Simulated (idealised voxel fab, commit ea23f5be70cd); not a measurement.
process module | voxel self aligned contacts
cross-section cut | 160 nm wide | cells 5 nm
A cross-section is a grid of square cells, given in bands from the top down. A band is one or more rows of cells.
Each band's line starts with the height of the band's top and of its bottom, in nm. Then come its materials from left to right, each with its width in nm. One material with "throughout" fills the band from edge to edge. "air" is empty space.
Height 0 is the level under which the wafer as received is all one material. The lowest band goes on downwards, as in "0 down".
A width such as "30 to 40" changes by the same amount from each row of cells to the next, from the band's top row to its bottom row.
"no change" after a step means that no cell of the cross-section changed.
closed voids: empty space of 8 cells or more with no open way to the top, each as width x height at its distance from the left edge, in nm
after a step's settings: what the simulator itself notes on the step
overlay nm, on a step with a mask: how far to the right of its planned place the mask lay; to the left if negative
plan
1 op RECEIVE | material Si
2 op OXIDIZE | depth nm 5
3 op DIRECTIONAL_DEP | material polySi | thk nm 25
4 op DIRECTIONAL_DEP | material SiN | thk nm 20
5 op DIRECTIONAL_DEP | material aC | thk nm 10
6 op PATTERN | tone cover | mask id GATE | material resist | width nm 30 | pitch nm 75 | thk nm 25 | overlay nm 0
7 op DIRECTIONAL_ETCH | etch materials aC | depth nm 10
8 op STRIP | etch materials resist
9 op DIRECTIONAL_ETCH | etch materials SiN | depth nm 20
10 op DIRECTIONAL_ETCH | etch materials polySi | depth nm 25
11 op STRIP | etch materials aC
12 op CONFORMAL_DEP | material SiN | thk nm 10
13 op DIRECTIONAL_ETCH | etch materials SiN | depth nm 10
14 op FILL_DEP | material SiO2 | thk nm 15
15 op CMP | height nm 50
16 op DIRECTIONAL_DEP | material aC | thk nm 15
17 op PATTERN | tone open | mask id CONTACT | material resist | width nm 55 | thk nm 35 | overlay nm 0
18 op DIRECTIONAL_ETCH | etch materials aC | depth nm 15
19 op STRIP | etch materials resist
20 op DIRECTIONAL_ETCH | etch materials SiO2 | depth nm 55
21 op STRIP | etch materials aC
22 op CONFORMAL_DEP | material TiN | thk nm 5
23 op FILL_DEP | material Ru | thk nm 10
24 op CMP | height nm 50
25 op CONFORMAL_DEP | material SiCN | thk nm 5
as received, after step 1
  0 down: Si throughout
  closed voids: none
a wafer at the end: this start, this plan, one mistake
  55 to 50: SiCN throughout
  50 to 45: SiO2 50 | TiN 10 | Ru 15 | TiN 30 | SiO2 55
  45 to 25: SiO2 5 | SiN 50 | TiN 5 | Ru 15 | TiN 5 | SiN 50 | SiO2 30
  25 to 0: SiO2 5 | SiN 10 | polySi 30 | SiN 10 | TiN 5 | Ru 15 | TiN 5 | SiN 10 | polySi 30 | SiN 10 | SiO2 30
  0 to -5: SiO2 55 | TiN 25 | SiO2 80
  -5 down: Si throughout
  closed voids: none
what went wrong: step 6 ran as: op PATTERN | tone cover | mask id GATE | material resist | width nm 30 | pitch nm 75 | thk nm 25 | overlay nm -10
